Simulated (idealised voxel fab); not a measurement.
process module | voxel transistor to metal
cross-section cut | 195 nm wide | cells 5 nm
A cross-section is a grid of square cells, given in bands from the top down. A band is one or more rows of cells.
Each band's line starts with the height of the band's top and of its bottom, in nm. Then come its materials from left to right, each with its width in nm. One material with "throughout" fills the band from edge to edge. "air" is empty space.
Height 0 is the level under which the wafer as received is all one material. The lowest band goes on downwards, as in "0 down".
A width such as "30 to 40" changes by the same amount from each row of cells to the next, from the band's top row to its bottom row.
"no change" after a step means that no cell of the cross-section changed.
closed voids: empty space of 8 cells or more with no open way to the top, each as width x height at its distance from the left edge, in nm
after a step's settings: what the simulator itself notes on the step
overlay nm, on a step with a mask: how far to the right of its planned place the mask lay; to the left if negative
plan
1 op RECEIVE | material Si
2 op CONFORMAL_DEP | material SiO2 | thk nm 5
3 op CONFORMAL_DEP | material SiN | thk nm 15
4 op PATTERN | tone cover | mask id ACTIVE | material resist | width nm 115 | thk nm 15 | overlay nm 0
5 op DIRECTIONAL_ETCH | etch materials SiN | depth nm 15
6 op DIRECTIONAL_ETCH | etch materials SiO2 | depth nm 5
7 op DIRECTIONAL_ETCH | etch materials Si | depth nm 35
8 op STRIP | etch materials resist
9 op OXIDIZE | depth nm 5
10 op FILL_DEP | material SiO2 | thk nm 5
11 op CMP | height nm 20
12 op SELECTIVE_ETCH | etch materials SiO2 | depth nm 10
13 op STRIP | etch materials SiN
14 op SELECTIVE_ETCH | etch materials SiO2 | depth nm 5
15 op OXIDIZE | depth nm 5
16 op DIRECTIONAL_DEP | material polySi | thk nm 30
17 op DIRECTIONAL_DEP | material SiCN | thk nm 15
18 op PATTERN | tone cover | mask id GATE | material resist | width nm 35 | thk nm 15 | overlay nm 0
19 op DIRECTIONAL_ETCH | etch materials SiCN | depth nm 25
20 op DIRECTIONAL_ETCH | etch materials polySi | depth nm 40
21 op STRIP | etch materials resist
22 op CONFORMAL_DEP | material SiN | thk nm 5
23 op DIRECTIONAL_ETCH | etch materials SiN | depth nm 5
24 op DIRECTIONAL_ETCH | etch materials SiO2 | depth nm 5
25 op DIRECTIONAL_ETCH | etch materials Si | depth nm 15
26 op EPI | material nSi | thk nm 20
27 op FILL_DEP | material SiO2 | thk nm 5
28 op CMP | height nm 30
29 op STRIP | etch materials polySi
30 op SELECTIVE_ETCH | etch materials SiO2 | depth nm 5
31 op CONFORMAL_DEP | material HfO2 | thk nm 5
32 op CONFORMAL_DEP | material TiN | thk nm 5
33 op FILL_DEP | material W | thk nm 10
34 op CMP | height nm 25
35 op DIRECTIONAL_DEP | material SiO2 | thk nm 15
36 op DIRECTIONAL_DEP | material aC | thk nm 15
37 op PATTERN | tone open | mask id CONTACT | material resist | width nm 15 | pitch nm 90 | thk nm 35 | overlay nm 0
38 op DIRECTIONAL_ETCH | etch materials aC | depth nm 15
39 op STRIP | etch materials resist
40 op DIRECTIONAL_ETCH | etch materials SiO2 | depth nm 40
41 op STRIP | etch materials aC
42 op CONFORMAL_DEP | material TiN | thk nm 5
43 op FILL_DEP | material W | thk nm 5
44 op CMP | height nm 40
45 op CONFORMAL_DEP | material SiCN | thk nm 5
46 op DIRECTIONAL_DEP | material SiO2 | thk nm 20
47 op PATTERN | tone open | mask id METAL_1 | material resist | width nm 15 | pitch nm 90 | thk nm 20 | overlay nm 0
48 op DIRECTIONAL_ETCH | etch materials SiO2 | depth nm 20
49 op DIRECTIONAL_ETCH | etch materials SiCN | depth nm 5
50 op STRIP | etch materials resist
51 op CONFORMAL_DEP | material TiN | thk nm 5
52 op FILL_DEP | material Cu | thk nm 10
53 op CMP | height nm 65
54 op EPI | material Ru | thk nm 5
55 op FILL_DEP | material SiCN | thk nm 5
56 op DIRECTIONAL_DEP | material SiO2 | thk nm 25
57 op PATTERN | tone open | mask id METAL_2 | material resist | width nm 15 | pitch nm 90 | thk nm 20 | overlay nm 0
58 op DIRECTIONAL_ETCH | etch materials SiO2 | depth nm 15
59 op STRIP | etch materials resist
60 op MASKED_ETCH | tone open | mask id METAL_2_HOLES | width nm 15 | pitch nm 90 | etch materials SiO2 | depth nm 10 | overlay nm 0
61 op MASKED_ETCH | tone open | mask id METAL_2_HOLES | width nm 15 | pitch nm 90 | etch materials SiCN | depth nm 5 | overlay nm 0
62 op CONFORMAL_DEP | material TiN | thk nm 5
63 op FILL_DEP | material Cu | thk nm 10
64 op CMP | height nm 100
65 op CONFORMAL_DEP | material SiN | thk nm 5
first wafer, as planned
as received, after step 1
  0 down: Si throughout
  closed voids: none
after step 2
  5 to 0: SiO2 throughout
  below 0: unchanged
after step 3
  20 to 5: SiN throughout
  below 5: unchanged
after step 4
  35 to 20: air 40 | resist 115 | air 40
  below 20: unchanged
after step 5
  35 to 20: air 40 | resist 115 | air 40
  20 to 5: air 40 | SiN 115 | air 40
  below 5: unchanged
after step 6
  35 to 20: air 40 | resist 115 | air 40
  20 to 5: air 40 | SiN 115 | air 40
  5 to 0: air 40 | SiO2 115 | air 40
  below 0: unchanged
after step 7
  35 to 20: air 40 | resist 115 | air 40
  20 to 5: air 40 | SiN 115 | air 40
  5 to 0: air 40 | SiO2 115 | air 40
  0 to -35: air 40 | Si 115 | air 40
  below -35: unchanged
after step 8
  20 to 5: air 40 | SiN 115 | air 40
  below 5: unchanged
after step 9
  20 to 5: air 40 | SiN 115 | air 40
  5 to 0: air 40 | SiO2 115 | air 40
  0 to -35: air 40 | SiO2 5 | Si 105 | SiO2 5 | air 40
  -35 to -40: SiO2 45 | Si 105 | SiO2 45
  below -40: unchanged
after step 10
  25 to 20: SiO2 throughout
  20 to 5: SiO2 40 | SiN 115 | SiO2 40
  5 to 0: SiO2 throughout
  0 to -40: SiO2 45 | Si 105 | SiO2 45
  below -40: unchanged
after step 11
  20 to 5: SiO2 40 | SiN 115 | SiO2 40
  below 5: unchanged
after step 12
  20 to 10: air 40 | SiN 115 | air 40
  below 10: unchanged
after step 13
  10 to 5: SiO2 40 | air 115 | SiO2 40
  below 5: unchanged
after step 14
  5 to 0: SiO2 35 | air 125 | SiO2 35
  below 0: unchanged
after step 15
  5 to 0: SiO2 35 | air 125 | SiO2 35
  0 to -5: SiO2 throughout
  below -5: unchanged
after step 16
  35 to 30: polySi 35 | air 125 | polySi 35
  30 to 5: polySi throughout
  5 to 0: SiO2 35 | polySi 125 | SiO2 35
  below 0: unchanged
after step 17
  50 to 45: SiCN 35 | air 125 | SiCN 35
  45 to 35: SiCN throughout
  35 to 30: polySi 35 | SiCN 125 | polySi 35
  below 30: unchanged
after step 18
  65 to 50: air 80 | resist 35 | air 80
  50 to 45: SiCN 35 | air 45 | resist 35 | air 45 | SiCN 35
  below 45: unchanged
after step 19
  65 to 45: air 80 | resist 35 | air 80
  45 to 35: air 80 | SiCN 35 | air 80
  35 to 30: polySi 35 | air 45 | SiCN 35 | air 45 | polySi 35
  below 30: unchanged
after step 20
  65 to 45: air 80 | resist 35 | air 80
  45 to 30: air 80 | SiCN 35 | air 80
  30 to 5: air 80 | polySi 35 | air 80
  5 to 0: SiO2 35 | air 45 | polySi 35 | air 45 | SiO2 35
  below 0: unchanged
after step 21
  45 to 30: air 80 | SiCN 35 | air 80
  below 30: unchanged
after step 22
  50 to 45: air 75 | SiN 45 | air 75
  45 to 30: air 75 | SiN 5 | SiCN 35 | SiN 5 | air 75
  30 to 10: air 75 | SiN 5 | polySi 35 | SiN 5 | air 75
  10 to 5: SiN 40 | air 35 | SiN 5 | polySi 35 | SiN 5 | air 35 | SiN 40
  5 to 0: SiO2 35 | SiN 45 | polySi 35 | SiN 45 | SiO2 35
  below 0: unchanged
after step 23
  45 to 30: air 75 | SiN 5 | SiCN 35 | SiN 5 | air 75
  30 to 5: air 75 | SiN 5 | polySi 35 | SiN 5 | air 75
  5 to 0: SiO2 35 | SiN 5 | air 35 | SiN 5 | polySi 35 | SiN 5 | air 35 | SiN 5 | SiO2 35
  below 0: unchanged
after step 24
  45 to 30: air 75 | SiN 5 | SiCN 35 | SiN 5 | air 75
  30 to 5: air 75 | SiN 5 | polySi 35 | SiN 5 | air 75
  5 to 0: air 35 | SiN 5 | air 35 | SiN 5 | polySi 35 | SiN 5 | air 35 | SiN 5 | air 35
  0 to -5: SiO2 40 | air 35 | SiO2 45 | air 35 | SiO2 40
  below -5: unchanged
after step 25
  45 to 30: air 75 | SiN 5 | SiCN 35 | SiN 5 | air 75
  30 to 5: air 75 | SiN 5 | polySi 35 | SiN 5 | air 75
  5 to 0: air 35 | SiN 5 | air 35 | SiN 5 | polySi 35 | SiN 5 | air 35 | SiN 5 | air 35
  0 to -5: SiO2 40 | air 35 | SiO2 45 | air 35 | SiO2 40
  -5 to -20: SiO2 45 | air 30 | Si 45 | air 30 | SiO2 45
  below -20: unchanged
after step 26
  45 to 30: air 75 | SiN 5 | SiCN 35 | SiN 5 | air 75
  30 to 15: air 75 | SiN 5 | polySi 35 | SiN 5 | air 75
  15 to 5: air 55 | nSi 20 | SiN 5 | polySi 35 | SiN 5 | nSi 20 | air 55
  5 to 0: air 35 | SiN 5 | air 15 | nSi 20 | SiN 5 | polySi 35 | SiN 5 | nSi 20 | air 15 | SiN 5 | air 35
  0 to -5: SiO2 40 | nSi 35 | SiO2 45 | nSi 35 | SiO2 40
  -5 to -20: SiO2 45 | nSi 30 | Si 45 | nSi 30 | SiO2 45
  below -20: unchanged
after step 27
  50 to 45: SiO2 throughout
  45 to 30: SiO2 75 | SiN 5 | SiCN 35 | SiN 5 | SiO2 75
  30 to 15: SiO2 75 | SiN 5 | polySi 35 | SiN 5 | SiO2 75
  15 to 5: SiO2 55 | nSi 20 | SiN 5 | polySi 35 | SiN 5 | nSi 20 | SiO2 55
  5 to 0: SiO2 35 | SiN 5 | SiO2 15 | nSi 20 | SiN 5 | polySi 35 | SiN 5 | nSi 20 | SiO2 15 | SiN 5 | SiO2 35
  below 0: unchanged
after step 28
  30 to 15: SiO2 75 | SiN 5 | polySi 35 | SiN 5 | SiO2 75
  below 15: unchanged
after step 29
  30 to 15: SiO2 75 | SiN 5 | air 35 | SiN 5 | SiO2 75
  15 to 5: SiO2 55 | nSi 20 | SiN 5 | air 35 | SiN 5 | nSi 20 | SiO2 55
  5 to 0: SiO2 35 | SiN 5 | SiO2 15 | nSi 20 | SiN 5 | air 35 | SiN 5 | nSi 20 | SiO2 15 | SiN 5 | SiO2 35
  below 0: unchanged
after step 30
  30 to 25: air 75 | SiN 5 | air 35 | SiN 5 | air 75
  25 to 15: SiO2 75 | SiN 5 | air 35 | SiN 5 | SiO2 75
  15 to 5: SiO2 55 | nSi 20 | SiN 5 | air 35 | SiN 5 | nSi 20 | SiO2 55
  5 to 0: SiO2 35 | SiN 5 | SiO2 15 | nSi 20 | SiN 5 | air 35 | SiN 5 | nSi 20 | SiO2 15 | SiN 5 | SiO2 35
  0 to -5: SiO2 40 | nSi 35 | air 45 | nSi 35 | SiO2 40
  below -5: unchanged
after step 31
  35 to 30: air 70 | HfO2 15 | air 25 | HfO2 15 | air 70
  30 to 25: HfO2 75 | SiN 5 | HfO2 5 | air 25 | HfO2 5 | SiN 5 | HfO2 75
  25 to 15: SiO2 75 | SiN 5 | HfO2 5 | air 25 | HfO2 5 | SiN 5 | SiO2 75
  15 to 5: SiO2 55 | nSi 20 | SiN 5 | HfO2 5 | air 25 | HfO2 5 | SiN 5 | nSi 20 | SiO2 55
  5 to 0: SiO2 35 | SiN 5 | SiO2 15 | nSi 20 | SiN 5 | HfO2 5 | air 25 | HfO2 5 | SiN 5 | nSi 20 | SiO2 15 | SiN 5 | SiO2 35
  0 to -5: SiO2 40 | nSi 35 | HfO2 45 | nSi 35 | SiO2 40
  below -5: unchanged
after step 32
  40 to 35: air 65 | TiN 25 | air 15 | TiN 25 | air 65
  35 to 30: TiN 70 | HfO2 15 | TiN 5 | air 15 | TiN 5 | HfO2 15 | TiN 70
  30 to 25: HfO2 75 | SiN 5 | HfO2 5 | TiN 5 | air 15 | TiN 5 | HfO2 5 | SiN 5 | HfO2 75
  25 to 15: SiO2 75 | SiN 5 | HfO2 5 | TiN 5 | air 15 | TiN 5 | HfO2 5 | SiN 5 | SiO2 75
  15 to 5: SiO2 55 | nSi 20 | SiN 5 | HfO2 5 | TiN 5 | air 15 | TiN 5 | HfO2 5 | SiN 5 | nSi 20 | SiO2 55
  5 to 0: SiO2 35 | SiN 5 | SiO2 15 | nSi 20 | SiN 5 | HfO2 5 | TiN 25 | HfO2 5 | SiN 5 | nSi 20 | SiO2 15 | SiN 5 | SiO2 35
  below 0: unchanged
after step 33
  50 to 40: W throughout
  40 to 35: W 65 | TiN 25 | W 15 | TiN 25 | W 65
  35 to 30: TiN 70 | HfO2 15 | TiN 5 | W 15 | TiN 5 | HfO2 15 | TiN 70
  30 to 25: HfO2 75 | SiN 5 | HfO2 5 | TiN 5 | W 15 | TiN 5 | HfO2 5 | SiN 5 | HfO2 75
  25 to 15: SiO2 75 | SiN 5 | HfO2 5 | TiN 5 | W 15 | TiN 5 | HfO2 5 | SiN 5 | SiO2 75
  15 to 5: SiO2 55 | nSi 20 | SiN 5 | HfO2 5 | TiN 5 | W 15 | TiN 5 | HfO2 5 | SiN 5 | nSi 20 | SiO2 55
  below 5: unchanged
after step 34
  25 to 15: SiO2 75 | SiN 5 | HfO2 5 | TiN 5 | W 15 | TiN 5 | HfO2 5 | SiN 5 | SiO2 75
  below 15: unchanged
after step 35
  40 to 25: SiO2 throughout
  below 25: unchanged
after step 36
  55 to 40: aC throughout
  below 40: unchanged
after step 37
  90 to 55: resist 45 | air 15 | resist 75 | air 15 | resist 45
  below 55: unchanged
after step 38
  75 to 55: resist 45 | air 15 | resist 75 | air 15 | resist 45
  55 to 40: aC 45 | air 15 | aC 75 | air 15 | aC 45
  below 40: unchanged
after step 39
  55 to 40: aC 45 | air 15 | aC 75 | air 15 | aC 45
  below 40: unchanged
after step 40
  55 to 40: aC 45 | air 15 | aC 75 | air 15 | aC 45
  40 to 25: SiO2 45 | air 15 | SiO2 75 | air 15 | SiO2 45
  25 to 15: SiO2 45 | air 15 | SiO2 15 | SiN 5 | HfO2 5 | TiN 5 | W 15 | TiN 5 | HfO2 5 | SiN 5 | SiO2 15 | air 15 | SiO2 45
  15 to 5: SiO2 45 | air 10 | nSi 20 | SiN 5 | HfO2 5 | TiN 5 | W 15 | TiN 5 | HfO2 5 | SiN 5 | nSi 20 | air 10 | SiO2 45
  5 to 0: SiO2 35 | SiN 5 | SiO2 5 | air 10 | nSi 20 | SiN 5 | HfO2 5 | TiN 25 | HfO2 5 | SiN 5 | nSi 20 | air 10 | SiO2 5 | SiN 5 | SiO2 35
  below 0: unchanged
after step 41
  40 to 25: SiO2 45 | air 15 | SiO2 75 | air 15 | SiO2 45
  below 25: unchanged
after step 42
  45 to 40: TiN 50 | air 5 | TiN 85 | air 5 | TiN 50
  40 to 25: SiO2 45 | TiN 5 | air 5 | TiN 5 | SiO2 75 | TiN 5 | air 5 | TiN 5 | SiO2 45
  25 to 20: SiO2 45 | TiN 5 | air 5 | TiN 5 | SiO2 15 | SiN 5 | HfO2 5 | TiN 5 | W 15 | TiN 5 | HfO2 5 | SiN 5 | SiO2 15 | TiN 5 | air 5 | TiN 5 | SiO2 45
  20 to 15: SiO2 45 | TiN 15 | SiO2 15 | SiN 5 | HfO2 5 | TiN 5 | W 15 | TiN 5 | HfO2 5 | SiN 5 | SiO2 15 | TiN 15 | SiO2 45
  15 to 5: SiO2 45 | TiN 10 | nSi 20 | SiN 5 | HfO2 5 | TiN 5 | W 15 | TiN 5 | HfO2 5 | SiN 5 | nSi 20 | TiN 10 | SiO2 45
  5 to 0: SiO2 35 | SiN 5 | SiO2 5 | TiN 10 | nSi 20 | SiN 5 | HfO2 5 | TiN 25 | HfO2 5 | SiN 5 | nSi 20 | TiN 10 | SiO2 5 | SiN 5 | SiO2 35
  below 0: unchanged
after step 43
  50 to 45: W throughout
  45 to 40: TiN 50 | W 5 | TiN 85 | W 5 | TiN 50
  40 to 25: SiO2 45 | TiN 5 | W 5 | TiN 5 | SiO2 75 | TiN 5 | W 5 | TiN 5 | SiO2 45
  25 to 20: SiO2 45 | TiN 5 | W 5 | TiN 5 | SiO2 15 | SiN 5 | HfO2 5 | TiN 5 | W 15 | TiN 5 | HfO2 5 | SiN 5 | SiO2 15 | TiN 5 | W 5 | TiN 5 | SiO2 45
  below 20: unchanged
after step 44
  40 to 25: SiO2 45 | TiN 5 | W 5 | TiN 5 | SiO2 75 | TiN 5 | W 5 | TiN 5 | SiO2 45
  below 25: unchanged
after step 45
  45 to 40: SiCN throughout
  below 40: unchanged
after step 46
  65 to 45: SiO2 throughout
  below 45: unchanged
after step 47
  85 to 65: resist 45 | air 15 | resist 75 | air 15 | resist 45
  below 65: unchanged
after step 48
  85 to 65: resist 45 | air 15 | resist 75 | air 15 | resist 45
  65 to 45: SiO2 45 | air 15 | SiO2 75 | air 15 | SiO2 45
  below 45: unchanged
after step 49
  85 to 65: resist 45 | air 15 | resist 75 | air 15 | resist 45
  65 to 45: SiO2 45 | air 15 | SiO2 75 | air 15 | SiO2 45
  45 to 40: SiCN 45 | air 15 | SiCN 75 | air 15 | SiCN 45
  below 40: unchanged
after step 50
  65 to 45: SiO2 45 | air 15 | SiO2 75 | air 15 | SiO2 45
  below 45: unchanged
after step 51
  70 to 65: TiN 50 | air 5 | TiN 85 | air 5 | TiN 50
  65 to 45: SiO2 45 | TiN 5 | air 5 | TiN 5 | SiO2 75 | TiN 5 | air 5 | TiN 5 | SiO2 45
  45 to 40: SiCN 45 | TiN 15 | SiCN 75 | TiN 15 | SiCN 45
  below 40: unchanged
after step 52
  80 to 70: Cu throughout
  70 to 65: TiN 50 | Cu 5 | TiN 85 | Cu 5 | TiN 50
  65 to 45: SiO2 45 | TiN 5 | Cu 5 | TiN 5 | SiO2 75 | TiN 5 | Cu 5 | TiN 5 | SiO2 45
  below 45: unchanged
after step 53
  65 to 45: SiO2 45 | TiN 5 | Cu 5 | TiN 5 | SiO2 75 | TiN 5 | Cu 5 | TiN 5 | SiO2 45
  below 45: unchanged
after step 54
  70 to 65: air 40 | Ru 25 | air 65 | Ru 25 | air 40
  below 65: unchanged
after step 55
  75 to 70: SiCN throughout
  70 to 65: SiCN 40 | Ru 25 | SiCN 65 | Ru 25 | SiCN 40
  below 65: unchanged
after step 56
  100 to 75: SiO2 throughout
  below 75: unchanged
after step 57
  120 to 100: resist 45 | air 15 | resist 75 | air 15 | resist 45
  below 100: unchanged
after step 58
  120 to 100: resist 45 | air 15 | resist 75 | air 15 | resist 45
  100 to 85: SiO2 45 | air 15 | SiO2 75 | air 15 | SiO2 45
  below 85: unchanged
after step 59
  100 to 85: SiO2 45 | air 15 | SiO2 75 | air 15 | SiO2 45
  below 85: unchanged
after step 60
  100 to 75: SiO2 45 | air 15 | SiO2 75 | air 15 | SiO2 45
  below 75: unchanged
after step 61
  100 to 75: SiO2 45 | air 15 | SiO2 75 | air 15 | SiO2 45
  75 to 70: SiCN 45 | air 15 | SiCN 75 | air 15 | SiCN 45
  below 70: unchanged
after step 62
  105 to 100: TiN 50 | air 5 | TiN 85 | air 5 | TiN 50
  100 to 75: SiO2 45 | TiN 5 | air 5 | TiN 5 | SiO2 75 | TiN 5 | air 5 | TiN 5 | SiO2 45
  75 to 70: SiCN 45 | TiN 15 | SiCN 75 | TiN 15 | SiCN 45
  below 70: unchanged
after step 63
  115 to 105: Cu throughout
  105 to 100: TiN 50 | Cu 5 | TiN 85 | Cu 5 | TiN 50
  100 to 75: SiO2 45 | TiN 5 | Cu 5 | TiN 5 | SiO2 75 | TiN 5 | Cu 5 | TiN 5 | SiO2 45
  below 75: unchanged
after step 64
  100 to 75: SiO2 45 | TiN 5 | Cu 5 | TiN 5 | SiO2 75 | TiN 5 | Cu 5 | TiN 5 | SiO2 45
  below 75: unchanged
after step 65
  105 to 100: SiN throughout
  below 100: unchanged
second wafer: like start, like plan, one mistake. Through step 30 it matches the first wafer
when step 31 should have ended
  35 to 30: air 70 | TiN 15 | air 25 | TiN 15 | air 70
  30 to 25: TiN 75 | SiN 5 | TiN 5 | air 25 | TiN 5 | SiN 5 | TiN 75
  25 to 15: SiO2 75 | SiN 5 | TiN 5 | air 25 | TiN 5 | SiN 5 | SiO2 75
  15 to 5: SiO2 55 | nSi 20 | SiN 5 | TiN 5 | air 25 | TiN 5 | SiN 5 | nSi 20 | SiO2 55
  5 to 0: SiO2 35 | SiN 5 | SiO2 15 | nSi 20 | SiN 5 | TiN 5 | air 25 | TiN 5 | SiN 5 | nSi 20 | SiO2 15 | SiN 5 | SiO2 35
  0 to -5: SiO2 40 | nSi 35 | TiN 45 | nSi 35 | SiO2 40
  below -5: unchanged
when step 32 should have ended
  40 to 35: air 65 | HfO2 25 | air 15 | HfO2 25 | air 65
  35 to 30: HfO2 70 | TiN 15 | HfO2 5 | air 15 | HfO2 5 | TiN 15 | HfO2 70
  30 to 25: TiN 75 | SiN 5 | TiN 5 | HfO2 5 | air 15 | HfO2 5 | TiN 5 | SiN 5 | TiN 75
  25 to 15: SiO2 75 | SiN 5 | TiN 5 | HfO2 5 | air 15 | HfO2 5 | TiN 5 | SiN 5 | SiO2 75
  15 to 5: SiO2 55 | nSi 20 | SiN 5 | TiN 5 | HfO2 5 | air 15 | HfO2 5 | TiN 5 | SiN 5 | nSi 20 | SiO2 55
  5 to 0: SiO2 35 | SiN 5 | SiO2 15 | nSi 20 | SiN 5 | TiN 5 | HfO2 25 | TiN 5 | SiN 5 | nSi 20 | SiO2 15 | SiN 5 | SiO2 35
  below 0: unchanged
when step 33 should have ended
  50 to 40: W throughout
  40 to 35: W 65 | HfO2 25 | W 15 | HfO2 25 | W 65
  35 to 30: HfO2 70 | TiN 15 | HfO2 5 | W 15 | HfO2 5 | TiN 15 | HfO2 70
  30 to 25: TiN 75 | SiN 5 | TiN 5 | HfO2 5 | W 15 | HfO2 5 | TiN 5 | SiN 5 | TiN 75
  25 to 15: SiO2 75 | SiN 5 | TiN 5 | HfO2 5 | W 15 | HfO2 5 | TiN 5 | SiN 5 | SiO2 75
  15 to 5: SiO2 55 | nSi 20 | SiN 5 | TiN 5 | HfO2 5 | W 15 | HfO2 5 | TiN 5 | SiN 5 | nSi 20 | SiO2 55
  below 5: unchanged
when step 34 should have ended
  25 to 15: SiO2 75 | SiN 5 | TiN 5 | HfO2 5 | W 15 | HfO2 5 | TiN 5 | SiN 5 | SiO2 75
  below 15: unchanged
when step 35 should have ended
  40 to 25: SiO2 throughout
  below 25: unchanged
when step 36 should have ended
  55 to 40: aC throughout
  below 40: unchanged
when step 37 should have ended
  90 to 55: resist 45 | air 15 | resist 75 | air 15 | resist 45
  below 55: unchanged
when step 38 should have ended
  75 to 55: resist 45 | air 15 | resist 75 | air 15 | resist 45
  55 to 40: aC 45 | air 15 | aC 75 | air 15 | aC 45
  below 40: unchanged
when step 39 should have ended
  55 to 40: aC 45 | air 15 | aC 75 | air 15 | aC 45
  below 40: unchanged
when step 40 should have ended
  55 to 40: aC 45 | air 15 | aC 75 | air 15 | aC 45
  40 to 25: SiO2 45 | air 15 | SiO2 75 | air 15 | SiO2 45
  25 to 15: SiO2 45 | air 15 | SiO2 15 | SiN 5 | TiN 5 | HfO2 5 | W 15 | HfO2 5 | TiN 5 | SiN 5 | SiO2 15 | air 15 | SiO2 45
  15 to 5: SiO2 45 | air 10 | nSi 20 | SiN 5 | TiN 5 | HfO2 5 | W 15 | HfO2 5 | TiN 5 | SiN 5 | nSi 20 | air 10 | SiO2 45
  5 to 0: SiO2 35 | SiN 5 | SiO2 5 | air 10 | nSi 20 | SiN 5 | TiN 5 | HfO2 25 | TiN 5 | SiN 5 | nSi 20 | air 10 | SiO2 5 | SiN 5 | SiO2 35
  below 0: unchanged
when step 41 should have ended
  40 to 25: SiO2 45 | air 15 | SiO2 75 | air 15 | SiO2 45
  below 25: unchanged
when step 42 should have ended
  45 to 40: TiN 50 | air 5 | TiN 85 | air 5 | TiN 50
  40 to 25: SiO2 45 | TiN 5 | air 5 | TiN 5 | SiO2 75 | TiN 5 | air 5 | TiN 5 | SiO2 45
  25 to 20: SiO2 45 | TiN 5 | air 5 | TiN 5 | SiO2 15 | SiN 5 | TiN 5 | HfO2 5 | W 15 | HfO2 5 | TiN 5 | SiN 5 | SiO2 15 | TiN 5 | air 5 | TiN 5 | SiO2 45
  20 to 15: SiO2 45 | TiN 15 | SiO2 15 | SiN 5 | TiN 5 | HfO2 5 | W 15 | HfO2 5 | TiN 5 | SiN 5 | SiO2 15 | TiN 15 | SiO2 45
  15 to 5: SiO2 45 | TiN 10 | nSi 20 | SiN 5 | TiN 5 | HfO2 5 | W 15 | HfO2 5 | TiN 5 | SiN 5 | nSi 20 | TiN 10 | SiO2 45
  5 to 0: SiO2 35 | SiN 5 | SiO2 5 | TiN 10 | nSi 20 | SiN 5 | TiN 5 | HfO2 25 | TiN 5 | SiN 5 | nSi 20 | TiN 10 | SiO2 5 | SiN 5 | SiO2 35
  below 0: unchanged
when step 43 should have ended
  50 to 45: W throughout
  45 to 40: TiN 50 | W 5 | TiN 85 | W 5 | TiN 50
  40 to 25: SiO2 45 | TiN 5 | W 5 | TiN 5 | SiO2 75 | TiN 5 | W 5 | TiN 5 | SiO2 45
  25 to 20: SiO2 45 | TiN 5 | W 5 | TiN 5 | SiO2 15 | SiN 5 | TiN 5 | HfO2 5 | W 15 | HfO2 5 | TiN 5 | SiN 5 | SiO2 15 | TiN 5 | W 5 | TiN 5 | SiO2 45
  below 20: unchanged
when step 44 should have ended
  40 to 25: SiO2 45 | TiN 5 | W 5 | TiN 5 | SiO2 75 | TiN 5 | W 5 | TiN 5 | SiO2 45
  below 25: unchanged
when step 45 should have ended
  45 to 40: SiCN throughout
  below 40: unchanged
when step 46 should have ended
  65 to 45: SiO2 throughout
  below 45: unchanged
when step 47 should have ended
  85 to 65: resist 45 | air 15 | resist 75 | air 15 | resist 45
  below 65: unchanged
when step 48 should have ended
  85 to 65: resist 45 | air 15 | resist 75 | air 15 | resist 45
  65 to 45: SiO2 45 | air 15 | SiO2 75 | air 15 | SiO2 45
  below 45: unchanged
when step 49 should have ended
  85 to 65: resist 45 | air 15 | resist 75 | air 15 | resist 45
  65 to 45: SiO2 45 | air 15 | SiO2 75 | air 15 | SiO2 45
  45 to 40: SiCN 45 | air 15 | SiCN 75 | air 15 | SiCN 45
  below 40: unchanged
when step 50 should have ended
  65 to 45: SiO2 45 | air 15 | SiO2 75 | air 15 | SiO2 45
  below 45: unchanged
when step 51 should have ended
  70 to 65: TiN 50 | air 5 | TiN 85 | air 5 | TiN 50
  65 to 45: SiO2 45 | TiN 5 | air 5 | TiN 5 | SiO2 75 | TiN 5 | air 5 | TiN 5 | SiO2 45
  45 to 40: SiCN 45 | TiN 15 | SiCN 75 | TiN 15 | SiCN 45
  below 40: unchanged
when step 52 should have ended
  80 to 70: Cu throughout
  70 to 65: TiN 50 | Cu 5 | TiN 85 | Cu 5 | TiN 50
  65 to 45: SiO2 45 | TiN 5 | Cu 5 | TiN 5 | SiO2 75 | TiN 5 | Cu 5 | TiN 5 | SiO2 45
  below 45: unchanged
when step 53 should have ended
  65 to 45: SiO2 45 | TiN 5 | Cu 5 | TiN 5 | SiO2 75 | TiN 5 | Cu 5 | TiN 5 | SiO2 45
  below 45: unchanged
when step 54 should have ended
  70 to 65: air 40 | Ru 25 | air 65 | Ru 25 | air 40
  below 65: unchanged
when step 55 should have ended
  75 to 70: SiCN throughout
  70 to 65: SiCN 40 | Ru 25 | SiCN 65 | Ru 25 | SiCN 40
  below 65: unchanged
when step 56 should have ended
  100 to 75: SiO2 throughout
  below 75: unchanged
when step 57 should have ended
  120 to 100: resist 45 | air 15 | resist 75 | air 15 | resist 45
  below 100: unchanged
when step 58 should have ended
  120 to 100: resist 45 | air 15 | resist 75 | air 15 | resist 45
  100 to 85: SiO2 45 | air 15 | SiO2 75 | air 15 | SiO2 45
  below 85: unchanged
when step 59 should have ended
  100 to 85: SiO2 45 | air 15 | SiO2 75 | air 15 | SiO2 45
  below 85: unchanged
when step 60 should have ended
  100 to 75: SiO2 45 | air 15 | SiO2 75 | air 15 | SiO2 45
  below 75: unchanged
when step 61 should have ended
  100 to 75: SiO2 45 | air 15 | SiO2 75 | air 15 | SiO2 45
  75 to 70: SiCN 45 | air 15 | SiCN 75 | air 15 | SiCN 45
  below 70: unchanged
when step 62 should have ended
  105 to 100: TiN 50 | air 5 | TiN 85 | air 5 | TiN 50
  100 to 75: SiO2 45 | TiN 5 | air 5 | TiN 5 | SiO2 75 | TiN 5 | air 5 | TiN 5 | SiO2 45
  75 to 70: SiCN 45 | TiN 15 | SiCN 75 | TiN 15 | SiCN 45
  below 70: unchanged
when step 63 should have ended
  115 to 105: Cu throughout
  105 to 100: TiN 50 | Cu 5 | TiN 85 | Cu 5 | TiN 50
  100 to 75: SiO2 45 | TiN 5 | Cu 5 | TiN 5 | SiO2 75 | TiN 5 | Cu 5 | TiN 5 | SiO2 45
  below 75: unchanged
when step 64 should have ended
  100 to 75: SiO2 45 | TiN 5 | Cu 5 | TiN 5 | SiO2 75 | TiN 5 | Cu 5 | TiN 5 | SiO2 45
  below 75: unchanged
when step 65 should have ended
  105 to 100: SiN throughout
  below 100: unchanged
what went wrong: steps 31 and 32 were swapped
at the end the second wafer has, in cells: 6 fewer of HfO2 | 6 more of TiN
